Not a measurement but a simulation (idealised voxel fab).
Herein follows the process module entitled voxel self aligned vias.
225 nm wide, 5 nm square cells: that's cross-section cut.
How to read a cross-section here: the picture is a grid of square cells, written as bands going from the top down, and any band can span one or more rows of cells. For a band, the entry starts with two heights in nm, that of the top and then that of the bottom, and carries on with the band's materials in order from left to right, each alongside its width in nm; the word "edge to edge" beside a single material means it fills the band edge to edge, and "empty" means empty space. All heights in this document are referenced to 0, defined as the level beneath which the wafer, as received, consists entirely of one material. The lowest band is not bounded below; it extends indefinitely downward and is written in the form "z 0 and below". The expression "30 to 40" gives the width at the extremes of the band, the first number at its top row of cells and the second at its bottom row, with the width changing by equal amounts from each row to the next in between. Given "remained unchanged" for a step, no cell of the cross-section differs between before and after that step. "Unvented internal voids": empty spaces of 8 cells or more with no open way to the top, each given as width x height at distance, distance from the left edge, all in nm. Text after the settings on a step's line: the simulator's own remark on that step. "overlay nm" answers the question of how far to the right of plan the mask lay on a step that has a mask, and when it is negative the answer is to the left.
[The following list gives the planned process steps]
- 1: RECEIVE with material Si
- 2: CONFORMAL_DEP with material SiO2, thk nm 15
- 3: CONFORMAL_DEP with material SiCN, thk nm 5
- 4: DIRECTIONAL_DEP with material SiO2, thk nm 25
- 5: MASKED_ETCH with tone open, mask id LINES, width nm 25, pitch nm 55, etch materials SiO2, depth nm 25, overlay nm 0
- 6: CONFORMAL_DEP with material TiN, thk nm 5
- 7: FILL_DEP with material W, thk nm 10
- 8: CMP with height nm 45
- 9: SELECTIVE_ETCH with etch materials W Ru TiN, depth nm 5
- 10: FILL_DEP with material SiN, thk nm 5
- 11: CMP with height nm 45
- 12: DIRECTIONAL_DEP with material SiO2, thk nm 15
- 13: MASKED_ETCH with tone open, mask id VIAS, width nm 35, pitch nm 55, etch materials SiO2, depth nm 15, overlay nm 0
- 14: MASKED_ETCH with tone open, mask id VIAS, width nm 35, pitch nm 55, etch materials SiN, depth nm 5, overlay nm -15
- 15: CONFORMAL_DEP with material TiN, thk nm 5
- 16: FILL_DEP with material W, thk nm 10
- 17: CMP with height nm 60
- 18: CONFORMAL_DEP with material SiN, thk nm 5
Where the wafers of this document differ is in the overlay nm of step 14; they start out the same, and the plan states the value that applied to the first wafer.
[Sectional view: first of several wafers, as received, after step 1]
    z 0 and below | Si edge to edge
    Unvented internal voids: none
[The figure below presents a cross-section of the first of several wafers at the conclusion of the module, following its last step, step 18]
    z 65 to 60 | SiN edge to edge
    z 60 to 50 | SiO2 65 nm, then TiN 5 nm, then W 25 nm, then TiN 5 nm, then SiO2 20 nm, then TiN 5 nm, then W 25 nm, then TiN 5 nm, then SiO2 70 nm
    z 50 to 45 | SiO2 65 nm, then TiN 10 nm, then W 5 nm, then TiN 20 nm, then SiO2 20 nm, then TiN 10 nm, then W 5 nm, then TiN 20 nm, then SiO2 70 nm
    z 45 to 40 | SiO2 70 nm, then TiN 15 nm, then SiN 10 nm, then SiO2 30 nm, then TiN 15 nm, then SiN 10 nm, then SiO2 75 nm
    z 40 to 25 | SiO2 70 nm, then TiN 5 nm, then W 15 nm, then TiN 5 nm, then SiO2 30 nm, then TiN 5 nm, then W 15 nm, then TiN 5 nm, then SiO2 75 nm
    z 25 to 20 | SiO2 70 nm, then TiN 25 nm, then SiO2 30 nm, then TiN 25 nm, then SiO2 75 nm
    z 20 to 15 | SiCN edge to edge
    z 15 to 0 | SiO2 edge to edge
    z 0 and below | Si edge to edge
    Unvented internal voids: none
[Sectional view of the last wafer upon completion of the module]
    z 65 to 60 | SiN edge to edge
    z 60 to 50 | SiO2 65 nm, then TiN 5 nm, then W 25 nm, then TiN 5 nm, then SiO2 20 nm, then TiN 5 nm, then W 25 nm, then TiN 5 nm, then SiO2 70 nm
    z 50 to 45 | SiO2 65 nm, then TiN 20 nm, then W 5 nm, then TiN 10 nm, then SiO2 20 nm, then TiN 20 nm, then W 5 nm, then TiN 10 nm, then SiO2 70 nm
    z 45 to 40 | SiO2 70 nm, then SiN 10 nm, then TiN 15 nm, then SiO2 30 nm, then SiN 10 nm, then TiN 15 nm, then SiO2 75 nm
    z 40 to 25 | SiO2 70 nm, then TiN 5 nm, then W 15 nm, then TiN 5 nm, then SiO2 30 nm, then TiN 5 nm, then W 15 nm, then TiN 5 nm, then SiO2 75 nm
    z 25 to 20 | SiO2 70 nm, then TiN 25 nm, then SiO2 30 nm, then TiN 25 nm, then SiO2 75 nm
    z 20 to 15 | SiCN edge to edge
    z 15 to 0 | SiO2 edge to edge
    z 0 and below | Si edge to edge
    Unvented internal voids: none
[Tabulated below, wafer by wafer, are the end-of-module results: for each material, the number of cells gained (+) or lost (-) relative to the as-received state, followed by the closed voids]
overlay nm -15; +45 SiCN; +49 SiN; +403 SiO2; +48 TiN; +40 W; Unvented internal voids: none
overlay nm -10; +45 SiCN; +47 SiN; +403 SiO2; +48 TiN; +42 W; Unvented internal voids: none
overlay nm -5; +45 SiCN; +45 SiN; +403 SiO2; +48 TiN; +44 W; Unvented internal voids: none
overlay nm 0; +45 SiCN; +45 SiN; +403 SiO2; +48 TiN; +44 W; Unvented internal voids: none
overlay nm 5; +45 SiCN; +45 SiN; +403 SiO2; +48 TiN; +44 W; Unvented internal voids: none
overlay nm 10; +45 SiCN; +47 SiN; +403 SiO2; +48 TiN; +42 W; Unvented internal voids: none
overlay nm 15; +45 SiCN; +49 SiN; +403 SiO2; +48 TiN; +40 W; Unvented internal voids: none
